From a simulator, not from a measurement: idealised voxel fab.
A process module follows: voxel ribs on slabs.
The width of the displayed cross-section, cut, is 260 nm; its cells are square, with a size of 5 nm.
A cross-section is a grid of square cells, given in bands from the top down. A band is one or more rows of cells. In this notation a band is specified by the heights of its top and bottom, in that order and in nm, after which its materials appear from left to right, each paired with its width in nm. The word "all across" attached to a single material means that material fills the band from edge to edge; the word "blank" stands for empty space. Basically, 0 is our baseline, since under it the wafer straight out of the box is all one material. The bottom band has no lower end and keeps on going down, so it looks like "0..down". You'd read "30 to 40" like this: the band's top row of cells is as wide as the first number, its bottom row is as wide as the second, and going down, every row changes width by the same amount as the row before did. "nothing got changed" (step): cross-section cells unchanged, all of them. Entry "Closed-off voids" = empty spaces >= 8 cells with no open way to the top; each as width x height at distance, distance from left edge, all nm. On a step's line, text after the settings is the simulator commenting on that step. When a step includes a mask, the "overlay nm" setting on its line states how far to the right of its planned place that mask lay, and negative values state how far to the left. Below you will find pairs of cross-sections. In each, one shows the wafer before one process step and the other after it, with the after view ending at the lowest band that changed. Under each pair is the step separating them, along with its settings. Do not assume the pairs form a chain: they can come from different runs of this module on the same starting wafer, and a pair continues from the pair above it only when its "Pre-step cross-section" entry says so.

-- Pre-step cross-section
* 0..down: Si all across
* Closed-off voids: none

-- After the Step
* 30..0: SiO2 all across
* Beneath the level 0, the cross-section is identical to its previous state.
* Closed-off voids: none
Can you say which step sits between the two cross-sections above? DIRECTIONAL_DEP, material SiO2, thk nm 30

Pre-step cross-section: as shown after the step in the preceding pair, directly above.

-- After the Step
* 45..30: SiN all across
* Beneath the level 30, the cross-section is identical to its previous state.
* Closed-off voids: none
Can you say which step sits between the two cross-sections above? DIRECTIONAL_DEP, material SiN, thk nm 15

Pre-step cross-section: as shown after the step in the preceding pair, directly above.

-- After the Step
* 60..45: blank (115), then resist (25), then blank (120)
* Beneath the level 45, the cross-section is identical to its previous state.
* Closed-off voids: none
Can you say which step sits between the two cross-sections above? PATTERN, tone cover, mask id RIB, material resist, width nm 25, thk nm 15, overlay nm 0

Pre-step cross-section: as shown after the step in the preceding pair, directly above.

-- After the Step
* 60..45: blank (115), then resist (25), then blank (120)
* 45..40: blank (115), then SiN (25), then blank (120)
* Beneath the level 40, the cross-section is identical to its previous state.
* Closed-off voids: none
Can you say which step sits between the two cross-sections above? DIRECTIONAL_ETCH, etch materials SiN, depth nm 5

Pre-step cross-section: as shown after the step in the preceding pair, directly above.

-- After the Step
* 45..40: blank (115), then SiN (25), then blank (120)
* Beneath the level 40, the cross-section is identical to its previous state.
* Closed-off voids: none
Can you say which step sits between the two cross-sections above? STRIP, etch materials resist

Pre-step cross-section: as shown after the step in the preceding pair, directly above.

-- After the Step
* 45..40: blank (115), then SiN (25), then blank (120)
* 40..30: blank (100), then SiN (55), then blank (105)
* Beneath the level 30, the cross-section is identical to its previous state.
* Closed-off voids: none
Can you say which step sits between the two cross-sections above? MASKED_ETCH, tone cover, mask id SLAB, width nm 55, etch materials SiN, depth nm 10, overlay nm 0

Pre-step cross-section: as shown after the step in the preceding pair, directly above.

-- After the Step
* 70..45: SiO2 all across
* 45..40: SiO2 (115), then SiN (25), then SiO2 (120)
* 40..30: SiO2 (100), then SiN (55), then SiO2 (105)
* Beneath the level 30, the cross-section is identical to its previous state.
* Closed-off voids: none
Can you say which step sits between the two cross-sections above? FILL_DEP, material SiO2, thk nm 25

Pre-step cross-section: as shown after the step in the preceding pair, directly above.

-- After the Step
* 65..45: SiO2 all across
* Beneath the level 45, the cross-section is identical to its previous state.
* Closed-off voids: none
Can you say which step sits between the two cross-sections above? CMP, height nm 65

Pre-step cross-section: as shown after the step in the preceding pair, directly above.

-- After the Step
* 70..65: TiN all across
* Beneath the level 65, the cross-section is identical to its previous state.
* Closed-off voids: none
Can you say which step sits between the two cross-sections above? DIRECTIONAL_DEP, material TiN, thk nm 5

Pre-step cross-section: as shown after the step in the preceding pair, directly above.

-- After the Step
* 70..65: blank (110), then TiN (35), then blank (115)
* Beneath the level 65, the cross-section is identical to its previous state.
* Closed-off voids: none
Can you say which step sits between the two cross-sections above? MASKED_ETCH, tone cover, mask id HEATER, width nm 35, etch materials TiN, depth nm 5, overlay nm 0

Pre-step cross-section: as shown after the step in the preceding pair, directly above.

-- After the Step
* 75..70: blank (105), then SiO2 (45), then blank (110)
* 70..65: SiO2 (110), then TiN (35), then SiO2 (115)
* Beneath the level 65, the cross-section is identical to its previous state.
* Closed-off voids: none
Can you say which step sits between the two cross-sections above? CONFORMAL_DEP, material SiO2, thk nm 5

-- Pre-step cross-section
* 30..0: SiO2 all across
* 0..down: Si all across
* Closed-off voids: none

-- After the Step
* 60..0: SiO2 all across
* Beneath the level 0, the cross-section is identical to its previous state.
* Closed-off voids: none
Can you say which step sits between the two cross-sections above? DIRECTIONAL_DEP, material SiO2, thk nm 30

Pre-step cross-section: as shown after the step in the preceding pair, directly above.

-- After the Step
* 75..60: SiN all across
* Beneath the level 60, the cross-section is identical to its previous state.
* Closed-off voids: none
Can you say which step sits between the two cross-sections above? DIRECTIONAL_DEP, material SiN, thk nm 15

Pre-step cross-section: as shown after the step in the preceding pair, directly above.

-- After the Step
* 90..75: blank (115), then resist (25), then blank (120)
* Beneath the level 75, the cross-section is identical to its previous state.
* Closed-off voids: none
Can you say which step sits between the two cross-sections above? PATTERN, tone cover, mask id RIB, material resist, width nm 25, thk nm 15, overlay nm 0

Pre-step cross-section: as shown after the step in the preceding pair, directly above.

-- After the Step
* 90..75: blank (115), then resist (25), then blank (120)
* 75..70: blank (115), then SiN (25), then blank (120)
* Beneath the level 70, the cross-section is identical to its previous state.
* Closed-off voids: none
Can you say which step sits between the two cross-sections above? DIRECTIONAL_ETCH, etch materials SiN, depth nm 5

Pre-step cross-section: as shown after the step in the preceding pair, directly above.

-- After the Step
* 75..70: blank (115), then SiN (25), then blank (120)
* Beneath the level 70, the cross-section is identical to its previous state.
* Closed-off voids: none
Can you say which step sits between the two cross-sections above? STRIP, etch materials resist

Pre-step cross-section: as shown after the step in the preceding pair, directly above.

-- After the Step
* 75..70: blank (115), then SiN (25), then blank (120)
* 70..60: blank (100), then SiN (55), then blank (105)
* Beneath the level 60, the cross-section is identical to its previous state.
* Closed-off voids: none
Can you say which step sits between the two cross-sections above? MASKED_ETCH, tone cover, mask id SLAB, width nm 55, etch materials SiN, depth nm 10, overlay nm 0

Pre-step cross-section: as shown after the step in the preceding pair, directly above.

-- After the Step
* 100..75: SiO2 all across
* 75..70: SiO2 (115), then SiN (25), then SiO2 (120)
* 70..60: SiO2 (100), then SiN (55), then SiO2 (105)
* Beneath the level 60, the cross-section is identical to its previous state.
* Closed-off voids: none
Can you say which step sits between the two cross-sections above? FILL_DEP, material SiO2, thk nm 25

Pre-step cross-section: as shown after the step in the preceding pair, directly above.

-- After the Step
* 65..60: SiO2 (100), then SiN (55), then SiO2 (105)
* Beneath the level 60, the cross-section is identical to its previous state.
* Closed-off voids: none
Can you say which step sits between the two cross-sections above? CMP, height nm 65

Pre-step cross-section: as shown after the step in the preceding pair, directly above.

-- After the Step
* 70..65: TiN all across
* Beneath the level 65, the cross-section is identical to its previous state.
* Closed-off voids: none
Can you say which step sits between the two cross-sections above? DIRECTIONAL_DEP, material TiN, thk nm 5

Pre-step cross-section: as shown after the step in the preceding pair, directly above.

-- After the Step
* 70..65: blank (110), then TiN (35), then blank (115)
* Beneath the level 65, the cross-section is identical to its previous state.
* Closed-off voids: none
Can you say which step sits between the two cross-sections above? MASKED_ETCH, tone cover, mask id HEATER, width nm 35, etch materials TiN, depth nm 5, overlay nm 0

Pre-step cross-section: as shown after the step in the preceding pair, directly above.

-- After the Step
* 75..70: blank (105), then SiO2 (45), then blank (110)
* 70..65: SiO2 (110), then TiN (35), then SiO2 (115)
* Beneath the level 65, the cross-section is identical to its previous state.
* Closed-off voids: none
Can you say which step sits between the two cross-sections above? CONFORMAL_DEP, material SiO2, thk nm 5

-- Pre-step cross-section
* 0..down: Si all across
* Closed-off voids: none

-- After the Step
* 15..0: SiN all across
* Beneath the level 0, the cross-section is identical to its previous state.
* Closed-off voids: none
Can you say which step sits between the two cross-sections above? DIRECTIONAL_DEP, material SiN, thk nm 15

Pre-step cross-section: as shown after the step in the preceding pair, directly above.

-- After the Step
* 45..15: SiO2 all across
* Beneath the level 15, the cross-section is identical to its previous state.
* Closed-off voids: none
Can you say which step sits between the two cross-sections above? DIRECTIONAL_DEP, material SiO2, thk nm 30

Pre-step cross-section: as shown after the step in the preceding pair, directly above.

-- After the Step
* 60..45: blank (115), then resist (25), then blank (120)
* Beneath the level 45, the cross-section is identical to its previous state.
* Closed-off voids: none
Can you say which step sits between the two cross-sections above? PATTERN, tone cover, mask id RIB, material resist, width nm 25, thk nm 15, overlay nm 0

Pre-step cross-section: as shown after the step in the preceding pair, directly above.

-- After the Step
* 45..15: SiO2 all across
* Beneath the level 15, the cross-section is identical to its previous state.
* Closed-off voids: none
Can you say which step sits between the two cross-sections above? STRIP, etch materials resist

Pre-step cross-section: as shown after the step in the preceding pair, directly above.

-- After the Step
* 70..15: SiO2 all across
* Beneath the level 15, the cross-section is identical to its previous state.
* Closed-off voids: none
Can you say which step sits between the two cross-sections above? FILL_DEP, material SiO2, thk nm 25

Pre-step cross-section: as shown after the step in the preceding pair, directly above.

-- After the Step
* 65..15: SiO2 all across
* Beneath the level 15, the cross-section is identical to its previous state.
* Closed-off voids: none
Can you say which step sits between the two cross-sections above? CMP, height nm 65

Pre-step cross-section: as shown after the step in the preceding pair, directly above.

-- After the Step
* 70..65: TiN all across
* Beneath the level 65, the cross-section is identical to its previous state.
* Closed-off voids: none
Can you say which step sits between the two cross-sections above? DIRECTIONAL_DEP, material TiN, thk nm 5

Pre-step cross-section: as shown after the step in the preceding pair, directly above.

-- After the Step
* 70..65: blank (110), then TiN (35), then blank (115)
* Beneath the level 65, the cross-section is identical to its previous state.
* Closed-off voids: none
Can you say which step sits between the two cross-sections above? MASKED_ETCH, tone cover, mask id HEATER, width nm 35, etch materials TiN, depth nm 5, overlay nm 0

Pre-step cross-section: as shown after the step in the preceding pair, directly above.

-- After the Step
* 75..70: blank (105), then SiO2 (45), then blank (110)
* 70..65: SiO2 (110), then TiN (35), then SiO2 (115)
* Beneath the level 65, the cross-section is identical to its previous state.
* Closed-off voids: none
Can you say which step sits between the two cross-sections above? CONFORMAL_DEP, material SiO2, thk nm 5

-- Pre-step cross-section
* 30..0: SiO2 all across
* 0..down: Si all across
* Closed-off voids: none

-- After the Step
* 50..30: SiN all across
* Beneath the level 30, the cross-section is identical to its previous state.
* Closed-off voids: none
Can you say which step sits between the two cross-sections above? DIRECTIONAL_DEP, material SiN, thk nm 20

Pre-step cross-section: as shown after the step in the preceding pair, directly above.

-- After the Step
* 65..50: blank (115), then resist (25), then blank (120)
* Beneath the level 50, the cross-section is identical to its previous state.
* Closed-off voids: none
Can you say which step sits between the two cross-sections above? PATTERN, tone cover, mask id RIB, material resist, width nm 25, thk nm 15, overlay nm 0

Pre-step cross-section: as shown after the step in the preceding pair, directly above.

-- After the Step
* 65..50: blank (115), then resist (25), then blank (120)
* 50..45: blank (115), then SiN (25), then blank (120)
* Beneath the level 45, the cross-section is identical to its previous state.
* Closed-off voids: none
Can you say which step sits between the two cross-sections above? DIRECTIONAL_ETCH, etch materials SiN, depth nm 5

Pre-step cross-section: as shown after the step in the preceding pair, directly above.

-- After the Step
* 50..45: blank (115), then SiN (25), then blank (120)
* Beneath the level 45, the cross-section is identical to its previous state.
* Closed-off voids: none
Can you say which step sits between the two cross-sections above? STRIP, etch materials resist

Pre-step cross-section: as shown after the step in the preceding pair, directly above.

-- After the Step
* 50..45: blank (115), then SiN (25), then blank (120)
* 45..35: blank (100), then SiN (55), then blank (105)
* Beneath the level 35, the cross-section is identical to its previous state.
* Closed-off voids: none
Can you say which step sits between the two cross-sections above? MASKED_ETCH, tone cover, mask id SLAB, width nm 55, etch materials SiN, depth nm 10, overlay nm 0

Pre-step cross-section: as shown after the step in the preceding pair, directly above.

-- After the Step
* 75..50: SiO2 all across
* 50..45: SiO2 (115), then SiN (25), then SiO2 (120)
* 45..35: SiO2 (100), then SiN (55), then SiO2 (105)
* Beneath the level 35, the cross-section is identical to its previous state.
* Closed-off voids: none
Can you say which step sits between the two cross-sections above? FILL_DEP, material SiO2, thk nm 25

Pre-step cross-section: as shown after the step in the preceding pair, directly above.

-- After the Step
* 65..50: SiO2 all across
* Beneath the level 50, the cross-section is identical to its previous state.
* Closed-off voids: none
Can you say which step sits between the two cross-sections above? CMP, height nm 65

Pre-step cross-section: as shown after the step in the preceding pair, directly above.

-- After the Step
* 70..65: TiN all across
* Beneath the level 65, the cross-section is identical to its previous state.
* Closed-off voids: none
Can you say which step sits between the two cross-sections above? DIRECTIONAL_DEP, material TiN, thk nm 5

Pre-step cross-section: as shown after the step in the preceding pair, directly above.

-- After the Step
* 70..65: blank (110), then TiN (35), then blank (115)
* Beneath the level 65, the cross-section is identical to its previous state.
* Closed-off voids: none
Can you say which step sits between the two cross-sections above? MASKED_ETCH, tone cover, mask id HEATER, width nm 35, etch materials TiN, depth nm 5, overlay nm 0

Pre-step cross-section: as shown after the step in the preceding pair, directly above.

-- After the Step
* 75..70: blank (105), then SiO2 (45), then blank (110)
* 70..65: SiO2 (110), then TiN (35), then SiO2 (115)
* Beneath the level 65, the cross-section is identical to its previous state.
* Closed-off voids: none
Can you say which step sits between the two cross-sections above? CONFORMAL_DEP, material SiO2, thk nm 5

-- Pre-step cross-section
* 70..65: TiN all across
* 65..45: SiO2 all across
* 45..40: SiO2 (115), then SiN (25), then SiO2 (120)
* 40..30: SiO2 (100), then SiN (55), then SiO2 (105)
* 30..0: SiO2 all across
* 0..down: Si all across
* Closed-off voids: none

-- After the Step
* 70..65: blank (115), then TiN (25), then blank (120)
* Beneath the level 65, the cross-section is identical to its previous state.
* Closed-off voids: none
Can you say which step sits between the two cross-sections above? MASKED_ETCH, tone cover, mask id HEATER, width nm 25, etch materials TiN, depth nm 5, overlay nm 0

Pre-step cross-section: as shown after the step in the preceding pair, directly above.

-- After the Step
* 75..70: blank (110), then SiO2 (35), then blank (115)
* 70..65: SiO2 (115), then TiN (25), then SiO2 (120)
* Beneath the level 65, the cross-section is identical to its previous state.
* Closed-off voids: none
Can you say which step sits between the two cross-sections above? CONFORMAL_DEP, material SiO2, thk nm 5

-- Pre-step cross-section
* 45..30: SiN all across
* 30..0: SiO2 all across
* 0..down: Si all across
* Closed-off voids: none

-- After the Step
* 60..45: blank (110), then resist (25), then blank (125)
* Beneath the level 45, the cross-section is identical to its previous state.
* Closed-off voids: none
Can you say which step sits between the two cross-sections above? PATTERN, tone cover, mask id RIB, material resist, width nm 25, thk nm 15, overlay nm -5

Pre-step cross-section: as shown after the step in the preceding pair, directly above.

-- After the Step
* 60..45: blank (110), then resist (25), then blank (125)
* 45..40: blank (110), then SiN (25), then blank (125)
* Beneath the level 40, the cross-section is identical to its previous state.
* Closed-off voids: none
Can you say which step sits between the two cross-sections above? DIRECTIONAL_ETCH, etch materials SiN, depth nm 5

Pre-step cross-section: as shown after the step in the preceding pair, directly above.

-- After the Step
* 45..40: blank (110), then SiN (25), then blank (125)
* Beneath the level 40, the cross-section is identical to its previous state.
* Closed-off voids: none
Can you say which step sits between the two cross-sections above? STRIP, etch materials resist

Pre-step cross-section: as shown after the step in the preceding pair, directly above.

-- After the Step
* 45..40: blank (110), then SiN (25), then blank (125)
* 40..30: blank (100), then SiN (55), then blank (105)
* Beneath the level 30, the cross-section is identical to its previous state.
* Closed-off voids: none
Can you say which step sits between the two cross-sections above? MASKED_ETCH, tone cover, mask id SLAB, width nm 55, etch materials SiN, depth nm 10, overlay nm 0

Pre-step cross-section: as shown after the step in the preceding pair, directly above.

-- After the Step
* 70..45: SiO2 all across
* 45..40: SiO2 (110), then SiN (25), then SiO2 (125)
* 40..30: SiO2 (100), then SiN (55), then SiO2 (105)
* Beneath the level 30, the cross-section is identical to its previous state.
* Closed-off voids: none
Can you say which step sits between the two cross-sections above? FILL_DEP, material SiO2, thk nm 25

Pre-step cross-section: as shown after the step in the preceding pair, directly above.

-- After the Step
* 65..45: SiO2 all across
* Beneath the level 45, the cross-section is identical to its previous state.
* Closed-off voids: none
Can you say which step sits between the two cross-sections above? CMP, height nm 65

Pre-step cross-section: as shown after the step in the preceding pair, directly above.

-- After the Step
* 70..65: TiN all across
* Beneath the level 65, the cross-section is identical to its previous state.
* Closed-off voids: none
Can you say which step sits between the two cross-sections above? DIRECTIONAL_DEP, material TiN, thk nm 5

Pre-step cross-section: as shown after the step in the preceding pair, directly above.

-- After the Step
* 70..65: blank (110), then TiN (35), then blank (115)
* Beneath the level 65, the cross-section is identical to its previous state.
* Closed-off voids: none
Can you say which step sits between the two cross-sections above? MASKED_ETCH, tone cover, mask id HEATER, width nm 35, etch materials TiN, depth nm 5, overlay nm 0

Pre-step cross-section: as shown after the step in the preceding pair, directly above.

-- After the Step
* 75..70: blank (105), then SiO2 (45), then blank (110)
* 70..65: SiO2 (110), then TiN (35), then SiO2 (115)
* Beneath the level 65, the cross-section is identical to its previous state.
* Closed-off voids: none
Can you say which step sits between the two cross-sections above? CONFORMAL_DEP, material SiO2, thk nm 5

-- Pre-step cross-section
* 65..45: SiO2 all across
* 45..40: SiO2 (115), then SiN (25), then SiO2 (120)
* 40..30: SiO2 (100), then SiN (55), then SiO2 (105)
* 30..0: SiO2 all across
* 0..down: Si all across
* Closed-off voids: none

-- After the Step
* 70..45: SiO2 all across
* Beneath the level 45, the cross-section is identical to its previous state.
* Closed-off voids: none
Can you say which step sits between the two cross-sections above? DIRECTIONAL_DEP, material SiO2, thk nm 5

Pre-step cross-section: as shown after the step in the preceding pair, directly above.

-- After the Step
* 75..45: SiO2 all across
* Beneath the level 45, the cross-section is identical to its previous state.
* Closed-off voids: none
Can you say which step sits between the two cross-sections above? CONFORMAL_DEP, material SiO2, thk nm 5

-- Pre-step cross-section
* 45..40: blank (115), then SiN (25), then blank (120)
* 40..30: SiN all across
* 30..0: SiO2 all across
* 0..down: Si all across
* Closed-off voids: none

-- After the Step
* 40..35: SiN (100), then blank (55), then SiN (105)
* 35..30: SiN (100), then blank (15), then SiN (25), then blank (15), then SiN (105)
* Beneath the level 30, the cross-section is identical to its previous state.
* Closed-off voids: none
Can you say which step sits between the two cross-sections above? MASKED_ETCH, tone open, mask id SLAB, width nm 55, etch materials SiN, depth nm 10, overlay nm 0

Pre-step cross-section: as shown after the step in the preceding pair, directly above.

-- After the Step
* 65..40: SiO2 all across
* 40..35: SiN (100), then SiO2 (55), then SiN (105)
* 35..30: SiN (100), then SiO2 (15), then SiN (25), then SiO2 (15), then SiN (105)
* Beneath the level 30, the cross-section is identical to its previous state.
* Closed-off voids: none
Can you say which step sits between the two cross-sections above? FILL_DEP, material SiO2, thk nm 25

Pre-step cross-section: as shown after the step in the preceding pair, directly above.

-- After the Step
* 70..65: TiN all across
* Beneath the level 65, the cross-section is identical to its previous state.
* Closed-off voids: none
Can you say which step sits between the two cross-sections above? DIRECTIONAL_DEP, material TiN, thk nm 5

Pre-step cross-section: as shown after the step in the preceding pair, directly above.

-- After the Step
* 70..65: blank (110), then TiN (35), then blank (115)
* Beneath the level 65, the cross-section is identical to its previous state.
* Closed-off voids: none
Can you say which step sits between the two cross-sections above? MASKED_ETCH, tone cover, mask id HEATER, width nm 35, etch materials TiN, depth nm 5, overlay nm 0

Pre-step cross-section: as shown after the step in the preceding pair, directly above.

-- After the Step
* 75..70: blank (105), then SiO2 (45), then blank (110)
* 70..65: SiO2 (110), then TiN (35), then SiO2 (115)
* Beneath the level 65, the cross-section is identical to its previous state.
* Closed-off voids: none
Can you say which step sits between the two cross-sections above? CONFORMAL_DEP, material SiO2, thk nm 5
